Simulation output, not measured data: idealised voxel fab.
This section sets out a process module, namely voxel trench capacitor.
Xsec cut, 245 nm wide, square cell size 5 nm.
Cross-section = grid of square cells, listed top down in bands; band = one or more rows. The entry gives the band's vertical extent as a top height and a bottom height in nm, then its horizontal make-up as materials from left to right, each with a width in nm. "empty" stands for empty space; a single material marked "full width" fills the band edge to edge. Measure heights from 0. That's the level where, below it, the as-received wafer is all one material. The lowest band is bottomless and extends downward; write it as in "0 -> down". Note: "30->40" means the width goes from the first number (top row of the band) to the second number (bottom row) in equal steps per row of cells. You'll sometimes find "same as before" written for a step, and that's the way of saying that nowhere in the cross-section did a cell change during that step. Voids not open to the top, 8 cells minimum: see "Enclosed cavity list". Written width x height at distance; distance is from the left edge; nm. If you see something after the settings on a step's line, that's the simulator's own remark about that step. The optional step-line setting "overlay nm" applies to steps with a mask and quantifies how far to the right of its planned location the mask lay, a negative value indicating leftward placement.

Process steps (planned):
1) RECEIVE,material Si
2) CONFORMAL_DEP,material SiN,thk nm 10
3) PATTERN,tone open,mask id TRENCH,material resist,width nm 25,pitch nm 55,thk nm 20,overlay nm 0
4) DIRECTIONAL_ETCH,etch materials SiN,depth nm 10
5) DIRECTIONAL_ETCH,etch materials Si,depth nm 25
6) STRIP,etch materials resist
7) CONFORMAL_DEP,material Al2O3,thk nm 5
8) CONFORMAL_DEP,material TiN,thk nm 5
9) FILL_DEP,material W,thk nm 10
10) CMP,height nm 0
Heads up: all these wafers start the same, and what changes between them is the height nm in step 10. The value you see in the plan is just what the first wafer got.

Cross-section, first of several wafers, as delivered after step 1:
	0 -> down  Si full width
	Enclosed cavity list: none

Each row below is a wafer at the end of the module, listing for every material the number of cells it has gained (+) or lost (-) since it was received, followed by its closed voids:
height nm 0, +39 Al2O3, -75 Si, +27 TiN, +9 W, Enclosed cavity list: none
height nm 5, +45 Al2O3, -75 Si, +34 SiN, +33 TiN, +12 W, Enclosed cavity list: none
height nm 10, +51 Al2O3, -75 Si, +68 SiN, +39 TiN, +15 W, Enclosed cavity list: none
height nm 15, +91 Al2O3, -75 Si, +68 SiN, +45 TiN, +18 W, Enclosed cavity list: none
height nm 20, +91 Al2O3, -75 Si, +68 SiN, +91 TiN, +21 W, Enclosed cavity list: none
height nm 25, +91 Al2O3, -75 Si, +68 SiN, +91 TiN, +70 W, Enclosed cavity list: none
